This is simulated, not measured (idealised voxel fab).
The following process module bears the name voxel wiring stack.
cross-section cut | 175 nm wide | cells 5 nm
Reading order for cross-sections: top band down to bottom band. Underlying form: a grid of square cells. Band size: one or more rows of cells. It is stipulated that each band's entry specify, in nanometres, the height of the top of the band and then that of its bottom, followed by the materials of the band in left-to-right sequence, each together with its width in nanometres. A single material marked by the word "all across" is understood to fill the band from edge to edge; the word "blank" is understood to denote empty space. Below 0: as-received wafer, all one material; heights counted from there. Lowest band: no bottom, goes on down, written "0 -> down". You'd read "30 to 40" like this: the band's top row of cells is as wide as the first number, its bottom row is as wide as the second, and going down, every row changes width by the same amount as the row before did. Where the words "remained unchanged" appear for a step, the cross-section shows no cell changed by that step; every cell remained as before. "Sealed cavities" contains a list of empty spaces, each no smaller than 8 cells and without an open way to the top, written in the form width x height at distance with the distance from the left edge and all three in nm. Read whatever lies past the settings on a step's line as the simulator's own remark about the step. "overlay nm" denotes, for a step that has a mask, the displacement of the mask to the right of its planned place, with negative values corresponding to the left.

The planned process steps are enumerated hereunder
1: RECEIVE (material Si)
2: CONFORMAL_DEP (material SiO2; thk nm 10)
3: DIRECTIONAL_DEP (material TiN; thk nm 5)
4: DIRECTIONAL_DEP (material W; thk nm 15)
5: PATTERN (tone cover; mask id METAL_1; material resist; width nm 30; pitch nm 55; thk nm 15; overlay nm 0)
6: DIRECTIONAL_ETCH (etch materials W; depth nm 15)
7: DIRECTIONAL_ETCH (etch materials TiN; depth nm 5)
8: STRIP (etch materials resist)
9: FILL_DEP (material lowk; thk nm 5)
10: CMP (height nm 30)
11: CONFORMAL_DEP (material SiCN; thk nm 5)
12: DIRECTIONAL_DEP (material SiO2; thk nm 35)
13: PATTERN (tone open; mask id METAL_2; material resist; width nm 30; pitch nm 55; thk nm 20; overlay nm 0)
14: DIRECTIONAL_ETCH (etch materials SiO2; depth nm 20)
15: STRIP (etch materials resist)
16: PATTERN (tone open; mask id METAL_2_HOLES; material resist; width nm 15; pitch nm 55; thk nm 20; overlay nm 0)
17: DIRECTIONAL_ETCH (etch materials SiO2; depth nm 15)
18: DIRECTIONAL_ETCH (etch materials SiCN; depth nm 5)
19: STRIP (etch materials resist)
20: CONFORMAL_DEP (material TiN; thk nm 5)
21: FILL_DEP (material Cu; thk nm 5)
22: CMP (height nm 70)
23: CONFORMAL_DEP (material SiCN; thk nm 5)

Wafer cross-section on receipt, i.e. after step 1
	0 -> down = Si all across
	Sealed cavities: none

One mistake in running the module, otherwise start and plan as above: cross-section at the end
	75 -> 70 = SiCN all across
	70 -> 65 = Cu all across
	65 -> 60 = TiN (20), then Cu (20), then TiN (35), then Cu (20), then TiN (35), then Cu (20), then TiN (25)
	60 -> 45 = SiO2 (15), then TiN (5), then Cu (20), then TiN (5), then SiO2 (25), then TiN (5), then Cu (20), then TiN (5), then SiO2 (25), then TiN (5), then Cu (20), then TiN (5), then SiO2 (20)
	45 -> 40 = SiO2 (15), then TiN (5), then Cu (5), then TiN (20), then SiO2 (25), then TiN (5), then Cu (5), then TiN (20), then SiO2 (25), then TiN (5), then Cu (5), then TiN (20), then SiO2 (20)
	40 -> 25 = SiO2 (15), then TiN (5), then Cu (5), then TiN (5), then SiO2 (40), then TiN (5), then Cu (5), then TiN (5), then SiO2 (40), then TiN (5), then Cu (5), then TiN (5), then SiO2 (35)
	25 -> 20 = SiCN (15), then TiN (15), then SiCN (40), then TiN (15), then SiCN (40), then TiN (15), then SiCN (35)
	20 -> 15 = lowk (15), then W (30), then lowk (25), then W (30), then lowk (25), then W (30), then lowk (20)
	15 -> 10 = lowk (15), then TiN (30), then lowk (25), then TiN (30), then lowk (25), then TiN (30), then lowk (20)
	10 -> 0 = SiO2 all across
	0 -> down = Si all across
	Sealed cavities: none
Where did the run depart from the plan? in deviation from the planned setting, step 10 was conducted as CMP (height nm 20)
